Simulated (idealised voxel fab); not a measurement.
Process module name: voxel transistor to metal
The cross-section on display is named cut; it measures 155 nm wide, and its cells are 5 nm squares.
Reading order for cross-sections: top band down to bottom band. Underlying form: a grid of square cells. Band size: one or more rows of cells. Top, bottom (nm), then materials left to right with widths (nm); lone material tagged "throughout" fills the whole band edge to edge; "air" = empty space. Heights are measured from 0, the level below which the as-received wafer is all one material; the lowest band has no bottom and continues downward, written as in "0 -> down". So if you see something like "30..40" for the width, read it as the top row of the band sitting at the first number and the bottom row at the second, with every row in between moving by the same amount as the last. It should be understood that the words "no modifications", when stated for a given step, signify that the cross-section underwent no change in any of its cells during that step. "Sealed internal cavities": empty spaces of 8 cells or more with no open way to the top, each given as width x height at distance, distance from the left edge, all in nm. If you see something after the settings on a step's line, that's the simulator's own remark about that step. When a step includes a mask, the "overlay nm" setting on its line states how far to the right of its planned place that mask lay, and negative values state how far to the left.
-- plan
step 1: RECEIVE: material Si
step 2: OXIDIZE: depth nm 5
step 3: CONFORMAL_DEP: material SiN, thk nm 15
step 4: DIRECTIONAL_DEP: material aC, thk nm 10
step 5: PATTERN: tone cover, mask id ACTIVE, material resist, width nm 105, thk nm 25, overlay nm 0
step 6: DIRECTIONAL_ETCH: etch materials aC, depth nm 10
step 7: STRIP: etch materials resist
step 8: DIRECTIONAL_ETCH: etch materials SiN, depth nm 15
step 9: DIRECTIONAL_ETCH: etch materials SiO2, depth nm 5
step 10: DIRECTIONAL_ETCH: etch materials Si, depth nm 30
step 11: STRIP: etch materials aC
step 12: OXIDIZE: depth nm 5
step 13: FILL_DEP: material SiO2, thk nm 15
step 14: CMP: height nm 15
step 15: SELECTIVE_ETCH: etch materials SiO2, depth nm 15
step 16: STRIP: etch materials SiN
step 17: SELECTIVE_ETCH: etch materials SiO2, depth nm 5
step 18: OXIDIZE: depth nm 5
step 19: DIRECTIONAL_DEP: material polySi, thk nm 25
step 20: DIRECTIONAL_DEP: material SiCN, thk nm 10
step 21: PATTERN: tone cover, mask id GATE, material resist, width nm 15, thk nm 15, overlay nm 0
step 22: DIRECTIONAL_ETCH: etch materials SiCN, depth nm 20
step 23: DIRECTIONAL_ETCH: etch materials polySi, depth nm 35
step 24: STRIP: etch materials resist
step 25: CONFORMAL_DEP: material SiN, thk nm 10
step 26: DIRECTIONAL_ETCH: etch materials SiN, depth nm 10
step 27: DIRECTIONAL_ETCH: etch materials SiO2, depth nm 5
step 28: EPI: material nSi, thk nm 5
step 29: FILL_DEP: material SiO2, thk nm 10
step 30: CMP: height nm 30
step 31: DIRECTIONAL_DEP: material SiO2, thk nm 10
step 32: PATTERN: tone open, mask id CONTACT, material resist, width nm 30, pitch nm 55, thk nm 20, overlay nm 0
step 33: DIRECTIONAL_ETCH: etch materials SiO2, depth nm 45
step 34: STRIP: etch materials resist
step 35: CONFORMAL_DEP: material TiN, thk nm 5
step 36: FILL_DEP: material Ru, thk nm 5
step 37: CMP: height nm 40
step 38: DIRECTIONAL_DEP: material TiN, thk nm 5
step 39: DIRECTIONAL_DEP: material Ru, thk nm 15
step 40: PATTERN: tone cover, mask id METAL_1, material resist, width nm 20, pitch nm 65, thk nm 15, overlay nm 0
step 41: DIRECTIONAL_ETCH: etch materials Ru, depth nm 15
step 42: DIRECTIONAL_ETCH: etch materials TiN, depth nm 5
step 43: STRIP: etch materials resist
step 44: CONFORMAL_DEP: material SiN, thk nm 5
step 45: FILL_DEP: material SiO2, thk nm 5
step 46: CMP: height nm 60
step 47: CONFORMAL_DEP: material SiCN, thk nm 5
step 48: DIRECTIONAL_DEP: material SiO2, thk nm 35
step 49: DIRECTIONAL_DEP: material aC, thk nm 10
step 50: PATTERN: tone open, mask id METAL_2_HOLES, material resist, width nm 15, pitch nm 65, thk nm 30, overlay nm 0
step 51: DIRECTIONAL_ETCH: etch materials aC, depth nm 10
step 52: STRIP: etch materials resist
step 53: DIRECTIONAL_ETCH: etch materials SiO2, depth nm 35
step 54: STRIP: etch materials aC
step 55: DIRECTIONAL_DEP: material aC, thk nm 15
step 56: PATTERN: tone open, mask id METAL_2, material resist, width nm 20, pitch nm 65, thk nm 35, overlay nm 0
step 57: DIRECTIONAL_ETCH: etch materials aC, depth nm 15
step 58: STRIP: etch materials resist
step 59: DIRECTIONAL_ETCH: etch materials SiO2, depth nm 20
step 60: DIRECTIONAL_ETCH: etch materials SiCN, depth nm 5
step 61: STRIP: etch materials aC
step 62: CONFORMAL_DEP: material TiN, thk nm 5
step 63: FILL_DEP: material Ru, thk nm 5
step 64: CMP: height nm 100
step 65: CONFORMAL_DEP: material SiN, thk nm 5
-- First of two wafers, with the run carried out as planned
-- As-received wafer cross-section (after step 1)
    0 -> down  Si throughout
    Sealed internal cavities: none
-- Sectional view: wafer, after step 2
    0 -> -5  SiO2 throughout
    Whatever lies below -5 is exactly as it was before.
-- Sectional view: wafer, after step 3
    15 -> 0  SiN throughout
    Whatever lies below 0 is exactly as it was before.
-- Sectional view: wafer, after step 4
    25 -> 15  aC throughout
    Whatever lies below 15 is exactly as it was before.
-- Sectional view: wafer, after step 5
    50 -> 25  air=25 / resist=105 / air=25
    Whatever lies below 25 is exactly as it was before.
-- Sectional view: wafer, after step 6
    40 -> 25  air=25 / resist=105 / air=25
    25 -> 15  air=25 / aC=105 / air=25
    Whatever lies below 15 is exactly as it was before.
-- Sectional view: wafer, after step 7
    25 -> 15  air=25 / aC=105 / air=25
    Whatever lies below 15 is exactly as it was before.
-- Sectional view: wafer, after step 8
    25 -> 15  air=25 / aC=105 / air=25
    15 -> 0  air=25 / SiN=105 / air=25
    Whatever lies below 0 is exactly as it was before.
-- Sectional view: wafer, after step 9
    25 -> 15  air=25 / aC=105 / air=25
    15 -> 0  air=25 / SiN=105 / air=25
    0 -> -5  air=25 / SiO2=105 / air=25
    Whatever lies below -5 is exactly as it was before.
-- Sectional view: wafer, after step 10
    25 -> 15  air=25 / aC=105 / air=25
    15 -> 0  air=25 / SiN=105 / air=25
    0 -> -5  air=25 / SiO2=105 / air=25
    -5 -> -35  air=25 / Si=105 / air=25
    Whatever lies below -35 is exactly as it was before.
-- Sectional view: wafer, after step 11
    15 -> 0  air=25 / SiN=105 / air=25
    Whatever lies below 0 is exactly as it was before.
-- Sectional view: wafer, after step 12
    15 -> 0  air=25 / SiN=105 / air=25
    0 -> -5  air=25 / SiO2=105 / air=25
    -5 -> -35  air=25 / SiO2=5 / Si=95 / SiO2=5 / air=25
    -35 -> -40  SiO2=30 / Si=95 / SiO2=30
    Whatever lies below -40 is exactly as it was before.
-- Sectional view: wafer, after step 13
    30 -> 15  SiO2 throughout
    15 -> 0  SiO2=25 / SiN=105 / SiO2=25
    0 -> -5  SiO2 throughout
    -5 -> -40  SiO2=30 / Si=95 / SiO2=30
    Whatever lies below -40 is exactly as it was before.
-- Sectional view: wafer, after step 14
    15 -> 0  SiO2=25 / SiN=105 / SiO2=25
    Whatever lies below 0 is exactly as it was before.
-- Sectional view: wafer, after step 15
    15 -> 0  air=25 / SiN=105 / air=25
    Whatever lies below 0 is exactly as it was before.
-- Sectional view: wafer, after step 16
    0 -> -5  SiO2 throughout
    Whatever lies below -5 is exactly as it was before.
-- Sectional view: wafer, after step 17
    -5 -> -40  SiO2=30 / Si=95 / SiO2=30
    Whatever lies below -40 is exactly as it was before.
-- Sectional view: wafer, after step 18
    -5 -> -10  SiO2 throughout
    Whatever lies below -10 is exactly as it was before.
-- Sectional view: wafer, after step 19
    20 -> -5  polySi throughout
    Whatever lies below -5 is exactly as it was before.
-- Sectional view: wafer, after step 20
    30 -> 20  SiCN throughout
    Whatever lies below 20 is exactly as it was before.
-- Sectional view: wafer, after step 21
    45 -> 30  air=70 / resist=15 / air=70
    Whatever lies below 30 is exactly as it was before.
-- Sectional view: wafer, after step 22
    45 -> 30  air=70 / resist=15 / air=70
    30 -> 20  air=70 / SiCN=15 / air=70
    Whatever lies below 20 is exactly as it was before.
-- Sectional view: wafer, after step 23
    45 -> 30  air=70 / resist=15 / air=70
    30 -> 20  air=70 / SiCN=15 / air=70
    20 -> -5  air=70 / polySi=15 / air=70
    Whatever lies below -5 is exactly as it was before.
-- Sectional view: wafer, after step 24
    30 -> 20  air=70 / SiCN=15 / air=70
    Whatever lies below 20 is exactly as it was before.
-- Sectional view: wafer, after step 25
    40 -> 30  air=60 / SiN=35 / air=60
    30 -> 20  air=60 / SiN=10 / SiCN=15 / SiN=10 / air=60
    20 -> 5  air=60 / SiN=10 / polySi=15 / SiN=10 / air=60
    5 -> -5  SiN=70 / polySi=15 / SiN=70
    Whatever lies below -5 is exactly as it was before.
-- Sectional view: wafer, after step 26
    30 -> 20  air=60 / SiN=10 / SiCN=15 / SiN=10 / air=60
    20 -> -5  air=60 / SiN=10 / polySi=15 / SiN=10 / air=60
    Whatever lies below -5 is exactly as it was before.
-- Sectional view: wafer, after step 27
    30 -> 20  air=60 / SiN=10 / SiCN=15 / SiN=10 / air=60
    20 -> -5  air=60 / SiN=10 / polySi=15 / SiN=10 / air=60
    -5 -> -10  air=60 / SiO2=35 / air=60
    Whatever lies below -10 is exactly as it was before.
-- Sectional view: wafer, after step 28
    30 -> 20  air=60 / SiN=10 / SiCN=15 / SiN=10 / air=60
    20 -> -5  air=60 / SiN=10 / polySi=15 / SiN=10 / air=60
    -5 -> -10  air=25 / nSi=35 / SiO2=35 / nSi=35 / air=25
    Whatever lies below -10 is exactly as it was before.
-- Sectional view: wafer, after step 29
    40 -> 30  SiO2 throughout
    30 -> 20  SiO2=60 / SiN=10 / SiCN=15 / SiN=10 / SiO2=60
    20 -> -5  SiO2=60 / SiN=10 / polySi=15 / SiN=10 / SiO2=60
    -5 -> -10  SiO2=25 / nSi=35 / SiO2=35 / nSi=35 / SiO2=25
    Whatever lies below -10 is exactly as it was before.
-- Sectional view: wafer, after step 30
    30 -> 20  SiO2=60 / SiN=10 / SiCN=15 / SiN=10 / SiO2=60
    Whatever lies below 20 is exactly as it was before.
-- Sectional view: wafer, after step 31
    40 -> 30  SiO2 throughout
    Whatever lies below 30 is exactly as it was before.
-- Sectional view: wafer, after step 32
    60 -> 40  resist=35 / air=30 / resist=25 / air=30 / resist=35
    Whatever lies below 40 is exactly as it was before.
-- Sectional view: wafer, after step 33
    60 -> 40  resist=35 / air=30 / resist=25 / air=30 / resist=35
    40 -> 30  SiO2=35 / air=30 / SiO2=25 / air=30 / SiO2=35
    30 -> 20  SiO2=35 / air=25 / SiN=10 / SiCN=15 / SiN=10 / air=25 / SiO2=35
    20 -> -5  SiO2=35 / air=25 / SiN=10 / polySi=15 / SiN=10 / air=25 / SiO2=35
    Whatever lies below -5 is exactly as it was before.
-- Sectional view: wafer, after step 34
    40 -> 30  SiO2=35 / air=30 / SiO2=25 / air=30 / SiO2=35
    Whatever lies below 30 is exactly as it was before.
-- Sectional view: wafer, after step 35
    45 -> 40  TiN=40 / air=20 / TiN=35 / air=20 / TiN=40
    40 -> 30  SiO2=35 / TiN=5 / air=20..15 / TiN=5..10 / SiO2=25 / TiN=5..10 / air=20..15 / TiN=5 / SiO2=35
    30 -> 20  SiO2=35 / TiN=5 / air=15 / TiN=5 / SiN=10 / SiCN=15 / SiN=10 / TiN=5 / air=15 / TiN=5 / SiO2=35
    20 -> 0  SiO2=35 / TiN=5 / air=15 / TiN=5 / SiN=10 / polySi=15 / SiN=10 / TiN=5 / air=15 / TiN=5 / SiO2=35
    0 -> -5  SiO2=35 / TiN=25 / SiN=10 / polySi=15 / SiN=10 / TiN=25 / SiO2=35
    Whatever lies below -5 is exactly as it was before.
-- Sectional view: wafer, after step 36
    50 -> 45  Ru throughout
    45 -> 40  TiN=40 / Ru=20 / TiN=35 / Ru=20 / TiN=40
    40 -> 30  SiO2=35 / TiN=5 / Ru=20..15 / TiN=5..10 / SiO2=25 / TiN=5..10 / Ru=20..15 / TiN=5 / SiO2=35
    30 -> 20  SiO2=35 / TiN=5 / Ru=15 / TiN=5 / SiN=10 / SiCN=15 / SiN=10 / TiN=5 / Ru=15 / TiN=5 / SiO2=35
    20 -> 0  SiO2=35 / TiN=5 / Ru=15 / TiN=5 / SiN=10 / polySi=15 / SiN=10 / TiN=5 / Ru=15 / TiN=5 / SiO2=35
    Whatever lies below 0 is exactly as it was before.
-- Sectional view: wafer, after step 37
    40 -> 30  SiO2=35 / TiN=5 / Ru=20..15 / TiN=5..10 / SiO2=25 / TiN=5..10 / Ru=20..15 / TiN=5 / SiO2=35
    Whatever lies below 30 is exactly as it was before.
-- Sectional view: wafer, after step 38
    45 -> 40  TiN throughout
    Whatever lies below 40 is exactly as it was before.
-- Sectional view: wafer, after step 39
    60 -> 45  Ru throughout
    Whatever lies below 45 is exactly as it was before.
-- Sectional view: wafer, after step 40
    75 -> 60  air=35 / resist=20 / air=45 / resist=20 / air=35
    Whatever lies below 60 is exactly as it was before.
-- Sectional view: wafer, after step 41
    75 -> 60  air=35 / resist=20 / air=45 / resist=20 / air=35
    60 -> 45  air=35 / Ru=20 / air=45 / Ru=20 / air=35
    Whatever lies below 45 is exactly as it was before.
-- Sectional view: wafer, after step 42
    75 -> 60  air=35 / resist=20 / air=45 / resist=20 / air=35
    60 -> 45  air=35 / Ru=20 / air=45 / Ru=20 / air=35
    45 -> 40  air=35 / TiN=20 / air=45 / TiN=20 / air=35
    Whatever lies below 40 is exactly as it was before.
-- Sectional view: wafer, after step 43
    60 -> 45  air=35 / Ru=20 / air=45 / Ru=20 / air=35
    Whatever lies below 45 is exactly as it was before.
-- Sectional view: wafer, after step 44
    65 -> 60  air=30 / SiN=30 / air=35 / SiN=30 / air=30
    60 -> 45  air=30 / SiN=5 / Ru=20 / SiN=5 / air=35 / SiN=5 / Ru=20 / SiN=5 / air=30
    45 -> 40  SiN=35 / TiN=20 / SiN=45 / TiN=20 / SiN=35
    Whatever lies below 40 is exactly as it was before.
-- Sectional view: wafer, after step 45
    70 -> 65  SiO2 throughout
    65 -> 60  SiO2=30 / SiN=30 / SiO2=35 / SiN=30 / SiO2=30
    60 -> 45  SiO2=30 / SiN=5 / Ru=20 / SiN=5 / SiO2=35 / SiN=5 / Ru=20 / SiN=5 / SiO2=30
    Whatever lies below 45 is exactly as it was before.
-- Sectional view: wafer, after step 46
    60 -> 45  SiO2=30 / SiN=5 / Ru=20 / SiN=5 / SiO2=35 / SiN=5 / Ru=20 / SiN=5 / SiO2=30
    Whatever lies below 45 is exactly as it was before.
-- Sectional view: wafer, after step 47
    65 -> 60  SiCN throughout
    Whatever lies below 60 is exactly as it was before.
-- Sectional view: wafer, after step 48
    100 -> 65  SiO2 throughout
    Whatever lies below 65 is exactly as it was before.
-- Sectional view: wafer, after step 49
    110 -> 100  aC throughout
    Whatever lies below 100 is exactly as it was before.
-- Sectional view: wafer, after step 50
    140 -> 110  resist=35 / air=15 / resist=50 / air=15 / resist=40
    Whatever lies below 110 is exactly as it was before.
-- Sectional view: wafer, after step 51
    130 -> 110  resist=35 / air=15 / resist=50 / air=15 / resist=40
    110 -> 100  aC=35 / air=15 / aC=50 / air=15 / aC=40
    Whatever lies below 100 is exactly as it was before.
-- Sectional view: wafer, after step 52
    110 -> 100  aC=35 / air=15 / aC=50 / air=15 / aC=40
    Whatever lies below 100 is exactly as it was before.
-- Sectional view: wafer, after step 53
    110 -> 100  aC=35 / air=15 / aC=50 / air=15 / aC=40
    100 -> 65  SiO2=35 / air=15 / SiO2=50 / air=15 / SiO2=40
    Whatever lies below 65 is exactly as it was before.
-- Sectional view: wafer, after step 54
    100 -> 65  SiO2=35 / air=15 / SiO2=50 / air=15 / SiO2=40
    Whatever lies below 65 is exactly as it was before.
-- Sectional view: wafer, after step 55
    115 -> 100  aC=35 / air=15 / aC=50 / air=15 / aC=40
    100 -> 80  SiO2=35 / air=15 / SiO2=50 / air=15 / SiO2=40
    80 -> 65  SiO2=35 / aC=15 / SiO2=50 / aC=15 / SiO2=40
    Whatever lies below 65 is exactly as it was before.
-- Sectional view: wafer, after step 56
    150 -> 115  resist=35 / air=20 / resist=45 / air=20 / resist=35
    Whatever lies below 115 is exactly as it was before.
-- Sectional view: wafer, after step 57
    135 -> 115  resist=35 / air=20 / resist=45 / air=20 / resist=35
    115 -> 100  aC=35 / air=20 / aC=45 / air=20 / aC=35
    100 -> 65  SiO2=35 / air=15 / SiO2=50 / air=15 / SiO2=40
    Whatever lies below 65 is exactly as it was before.
-- Sectional view: wafer, after step 58
    115 -> 100  aC=35 / air=20 / aC=45 / air=20 / aC=35
    Whatever lies below 100 is exactly as it was before.
-- Sectional view: wafer, after step 59
    115 -> 100  aC=35 / air=20 / aC=45 / air=20 / aC=35
    100 -> 80  SiO2=35 / air=20 / SiO2=45 / air=20 / SiO2=35
    Whatever lies below 80 is exactly as it was before.
-- Sectional view: wafer, after step 60
    115 -> 100  aC=35 / air=20 / aC=45 / air=20 / aC=35
    100 -> 80  SiO2=35 / air=20 / SiO2=45 / air=20 / SiO2=35
    80 -> 65  SiO2=35 / air=15 / SiO2=50 / air=15 / SiO2=40
    65 -> 60  SiCN=35 / air=15 / SiCN=50 / air=15 / SiCN=40
    Whatever lies below 60 is exactly as it was before.
-- Sectional view: wafer, after step 61
    100 -> 80  SiO2=35 / air=20 / SiO2=45 / air=20 / SiO2=35
    Whatever lies below 80 is exactly as it was before.
-- Sectional view: wafer, after step 62
    105 -> 100  TiN=40 / air=10 / TiN=55 / air=10 / TiN=40
    100 -> 85  SiO2=35 / TiN=5 / air=10 / TiN=5 / SiO2=45 / TiN=5 / air=10 / TiN=5 / SiO2=35
    85 -> 80  SiO2=35 / TiN=5 / air=5 / TiN=10 / SiO2=45 / TiN=5 / air=5 / TiN=10 / SiO2=35
    80 -> 65  SiO2=35 / TiN=5 / air=5 / TiN=5 / SiO2=50 / TiN=5 / air=5 / TiN=5 / SiO2=40
    65 -> 60  SiCN=35 / TiN=15 / SiCN=50 / TiN=15 / SiCN=40
    Whatever lies below 60 is exactly as it was before.
-- Sectional view: wafer, after step 63
    110 -> 105  Ru throughout
    105 -> 100  TiN=40 / Ru=10 / TiN=55 / Ru=10 / TiN=40
    100 -> 85  SiO2=35 / TiN=5 / Ru=10 / TiN=5 / SiO2=45 / TiN=5 / Ru=10 / TiN=5 / SiO2=35
    85 -> 80  SiO2=35 / TiN=5 / Ru=5 / TiN=10 / SiO2=45 / TiN=5 / Ru=5 / TiN=10 / SiO2=35
    80 -> 65  SiO2=35 / TiN=5 / Ru=5 / TiN=5 / SiO2=50 / TiN=5 / Ru=5 / TiN=5 / SiO2=40
    Whatever lies below 65 is exactly as it was before.
-- Sectional view: wafer, after step 64
    100 -> 85  SiO2=35 / TiN=5 / Ru=10 / TiN=5 / SiO2=45 / TiN=5 / Ru=10 / TiN=5 / SiO2=35
    Whatever lies below 85 is exactly as it was before.
-- Sectional view: wafer, after step 65
    105 -> 100  SiN throughout
    Whatever lies below 100 is exactly as it was before.
-- It is to be noted that the second wafer proceeded from the same initial state and according to the same plan as the first, although one mistake was committed in its execution; through step 39, inclusive, the two wafers share an identical history
-- The second wafer cut through, at the time step 40 was supposed to be finished
    75 -> 60  air=30 / resist=30 / air=35 / resist=30 / air=30
    Whatever lies below 60 is exactly as it was before.
-- The second wafer cut through, at the time step 41 was supposed to be finished
    75 -> 60  air=30 / resist=30 / air=35 / resist=30 / air=30
    60 -> 45  air=30 / Ru=30 / air=35 / Ru=30 / air=30
    Whatever lies below 45 is exactly as it was before.
-- The second wafer cut through, at the time step 42 was supposed to be finished
    75 -> 60  air=30 / resist=30 / air=35 / resist=30 / air=30
    60 -> 45  air=30 / Ru=30 / air=35 / Ru=30 / air=30
    45 -> 40  air=30 / TiN=30 / air=35 / TiN=30 / air=30
    Whatever lies below 40 is exactly as it was before.
-- The second wafer cut through, at the time step 43 was supposed to be finished
    60 -> 45  air=30 / Ru=30 / air=35 / Ru=30 / air=30
    Whatever lies below 45 is exactly as it was before.
-- The second wafer cut through, at the time step 44 was supposed to be finished
    65 -> 60  air=25 / SiN=40 / air=25 / SiN=40 / air=25
    60 -> 45  air=25 / SiN=5 / Ru=30 / SiN=5 / air=25 / SiN=5 / Ru=30 / SiN=5 / air=25
    45 -> 40  SiN=30 / TiN=30 / SiN=35 / TiN=30 / SiN=30
    Whatever lies below 40 is exactly as it was before.
-- The second wafer cut through, at the time step 45 was supposed to be finished
    70 -> 65  SiO2 throughout
    65 -> 60  SiO2=25 / SiN=40 / SiO2=25 / SiN=40 / SiO2=25
    60 -> 45  SiO2=25 / SiN=5 / Ru=30 / SiN=5 / SiO2=25 / SiN=5 / Ru=30 / SiN=5 / SiO2=25
    Whatever lies below 45 is exactly as it was before.
-- The second wafer cut through, at the time step 46 was supposed to be finished
    60 -> 45  SiO2=25 / SiN=5 / Ru=30 / SiN=5 / SiO2=25 / SiN=5 / Ru=30 / SiN=5 / SiO2=25
    Whatever lies below 45 is exactly as it was before.
-- The second wafer cut through, at the time step 47 was supposed to be finished
    65 -> 60  SiCN throughout
    Whatever lies below 60 is exactly as it was before.
-- The second wafer cut through, at the time step 48 was supposed to be finished
    100 -> 65  SiO2 throughout
    Whatever lies below 65 is exactly as it was before.
-- The second wafer cut through, at the time step 49 was supposed to be finished
    110 -> 100  aC throughout
    Whatever lies below 100 is exactly as it was before.
-- The second wafer cut through, at the time step 50 was supposed to be finished
    140 -> 110  resist=35 / air=15 / resist=50 / air=15 / resist=40
    Whatever lies below 110 is exactly as it was before.
-- The second wafer cut through, at the time step 51 was supposed to be finished
    130 -> 110  resist=35 / air=15 / resist=50 / air=15 / resist=40
    110 -> 100  aC=35 / air=15 / aC=50 / air=15 / aC=40
    Whatever lies below 100 is exactly as it was before.
-- The second wafer cut through, at the time step 52 was supposed to be finished
    110 -> 100  aC=35 / air=15 / aC=50 / air=15 / aC=40
    Whatever lies below 100 is exactly as it was before.
-- The second wafer cut through, at the time step 53 was supposed to be finished
    110 -> 100  aC=35 / air=15 / aC=50 / air=15 / aC=40
    100 -> 65  SiO2=35 / air=15 / SiO2=50 / air=15 / SiO2=40
    Whatever lies below 65 is exactly as it was before.
-- The second wafer cut through, at the time step 54 was supposed to be finished
    100 -> 65  SiO2=35 / air=15 / SiO2=50 / air=15 / SiO2=40
    Whatever lies below 65 is exactly as it was before.
-- The second wafer cut through, at the time step 55 was supposed to be finished
    115 -> 100  aC=35 / air=15 / aC=50 / air=15 / aC=40
    100 -> 80  SiO2=35 / air=15 / SiO2=50 / air=15 / SiO2=40
    80 -> 65  SiO2=35 / aC=15 / SiO2=50 / aC=15 / SiO2=40
    Whatever lies below 65 is exactly as it was before.
-- The second wafer cut through, at the time step 56 was supposed to be finished
    150 -> 115  resist=35 / air=20 / resist=45 / air=20 / resist=35
    Whatever lies below 115 is exactly as it was before.
-- The second wafer cut through, at the time step 57 was supposed to be finished
    135 -> 115  resist=35 / air=20 / resist=45 / air=20 / resist=35
    115 -> 100  aC=35 / air=20 / aC=45 / air=20 / aC=35
    100 -> 65  SiO2=35 / air=15 / SiO2=50 / air=15 / SiO2=40
    Whatever lies below 65 is exactly as it was before.
-- The second wafer cut through, at the time step 58 was supposed to be finished
    115 -> 100  aC=35 / air=20 / aC=45 / air=20 / aC=35
    Whatever lies below 100 is exactly as it was before.
-- The second wafer cut through, at the time step 59 was supposed to be finished
    115 -> 100  aC=35 / air=20 / aC=45 / air=20 / aC=35
    100 -> 80  SiO2=35 / air=20 / SiO2=45 / air=20 / SiO2=35
    Whatever lies below 80 is exactly as it was before.
-- The second wafer cut through, at the time step 60 was supposed to be finished
    115 -> 100  aC=35 / air=20 / aC=45 / air=20 / aC=35
    100 -> 80  SiO2=35 / air=20 / SiO2=45 / air=20 / SiO2=35
    80 -> 65  SiO2=35 / air=15 / SiO2=50 / air=15 / SiO2=40
    65 -> 60  SiCN=35 / air=15 / SiCN=50 / air=15 / SiCN=40
    Whatever lies below 60 is exactly as it was before.
-- The second wafer cut through, at the time step 61 was supposed to be finished
    100 -> 80  SiO2=35 / air=20 / SiO2=45 / air=20 / SiO2=35
    Whatever lies below 80 is exactly as it was before.
-- The second wafer cut through, at the time step 62 was supposed to be finished
    105 -> 100  TiN=40 / air=10 / TiN=55 / air=10 / TiN=40
    100 -> 85  SiO2=35 / TiN=5 / air=10 / TiN=5 / SiO2=45 / TiN=5 / air=10 / TiN=5 / SiO2=35
    85 -> 80  SiO2=35 / TiN=5 / air=5 / TiN=10 / SiO2=45 / TiN=5 / air=5 / TiN=10 / SiO2=35
    80 -> 65  SiO2=35 / TiN=5 / air=5 / TiN=5 / SiO2=50 / TiN=5 / air=5 / TiN=5 / SiO2=40
    65 -> 60  SiCN=35 / TiN=15 / SiCN=50 / TiN=15 / SiCN=40
    Whatever lies below 60 is exactly as it was before.
-- The second wafer cut through, at the time step 63 was supposed to be finished
    110 -> 105  Ru throughout
    105 -> 100  TiN=40 / Ru=10 / TiN=55 / Ru=10 / TiN=40
    100 -> 85  SiO2=35 / TiN=5 / Ru=10 / TiN=5 / SiO2=45 / TiN=5 / Ru=10 / TiN=5 / SiO2=35
    85 -> 80  SiO2=35 / TiN=5 / Ru=5 / TiN=10 / SiO2=45 / TiN=5 / Ru=5 / TiN=10 / SiO2=35
    80 -> 65  SiO2=35 / TiN=5 / Ru=5 / TiN=5 / SiO2=50 / TiN=5 / Ru=5 / TiN=5 / SiO2=40
    Whatever lies below 65 is exactly as it was before.
-- The second wafer cut through, at the time step 64 was supposed to be finished
    100 -> 85  SiO2=35 / TiN=5 / Ru=10 / TiN=5 / SiO2=45 / TiN=5 / Ru=10 / TiN=5 / SiO2=35
    Whatever lies below 85 is exactly as it was before.
-- The second wafer cut through, at the time step 65 was supposed to be finished
    105 -> 100  SiN throughout
    Whatever lies below 100 is exactly as it was before.
What broke from the plan during processing? heads up, step 40 didn't go per plan, it actually ran as PATTERN: tone cover, mask id METAL_1, material resist, width nm 30, pitch nm 65, thk nm 15, overlay nm 0
End of process, cell counts, second wafer against first, materials with more or fewer: +12 Ru | -4 SiN | -12 SiO2 | +4 TiN
